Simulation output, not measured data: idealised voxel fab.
The name of this process module is voxel trench capacitor.
The width of the displayed cross-section, cut, is 260 nm; its cells are square, with a size of 5 nm.
Just so we're on the same page, the cross-sections are grids of square cells, and they're listed out in bands top to bottom, each band one or more rows deep.
Top, bottom (nm), then materials left to right with widths (nm); lone material tagged "everywhere" fills the whole band edge to edge; "empty" = empty space.
Counting heights begins at 0, where everything beneath is, in the wafer as received, one material. The lowest band has no bottom; it goes on downwards, as "0 nm and below" shows.
The width entry "30..40" should be interpreted row by row: the top row of cells in the band takes the first number, the bottom row takes the second number, and the change between adjacent rows is uniform throughout.
"identical to before" means the step left every cell of the cross-section as it was.
"Encapsulated voids" contains a list of empty spaces, each no smaller than 8 cells and without an open way to the top, written in the form width x height at distance with the distance from the left edge and all three in nm.
Post-settings text on a step line: simulator's own remark regarding the step.
overlay nm: for a step with a mask, the amount by which the mask lay right of where it was planned; a negative amount means left of it.
Steps planned for the process
| 1 | RECEIVE, material Si |
| 2 | CONFORMAL_DEP, material SiN, thk nm 5 |
| 3 | DIRECTIONAL_DEP, material aC, thk nm 10 |
| 4 | PATTERN, tone open, mask id TRENCH, material resist, width nm 20, pitch nm 40, thk nm 30, overlay nm 0 |
| 5 | DIRECTIONAL_ETCH, etch materials aC, depth nm 10 |
| 6 | STRIP, etch materials resist |
| 7 | DIRECTIONAL_ETCH, etch materials SiN, depth nm 5 |
| 8 | DIRECTIONAL_ETCH, etch materials Si, depth nm 30 |
| 9 | STRIP, etch materials aC |
| 10 | CONFORMAL_DEP, material Al2O3, thk nm 5 |
| 11 | FILL_DEP, material polySi, thk nm 10 |
| 12 | CMP, height nm 5 |
Wafer cross-section on receipt, i.e. after step 1
* 0 nm and below: Si everywhere
* Encapsulated voids: none
End-of-module cross-section. Starting structure and process plan as above; one mistake made in running it
* 5 nm to 0 nm: 95 polySi, then 5 Al2O3, then 20 SiN, then 5 Al2O3, then 10 polySi, then 5 Al2O3, then 20 SiN, then 5 Al2O3, then 95 polySi
* 0 nm to -25 nm: 95 polySi, then 5 Al2O3, then 20 Si, then 5 Al2O3, then 10 polySi, then 5 Al2O3, then 20 Si, then 5 Al2O3, then 95 polySi
* -25 nm to -30 nm: 100 Al2O3, then 20 Si, then 20 Al2O3, then 20 Si, then 100 Al2O3
* -30 nm and below: Si everywhere
* Encapsulated voids: none
What was done differently from what was planned? in deviation from the planned setting, step 4 was conducted as PATTERN, tone cover, mask id TRENCH, material resist, width nm 20, pitch nm 40, thk nm 30, overlay nm 0
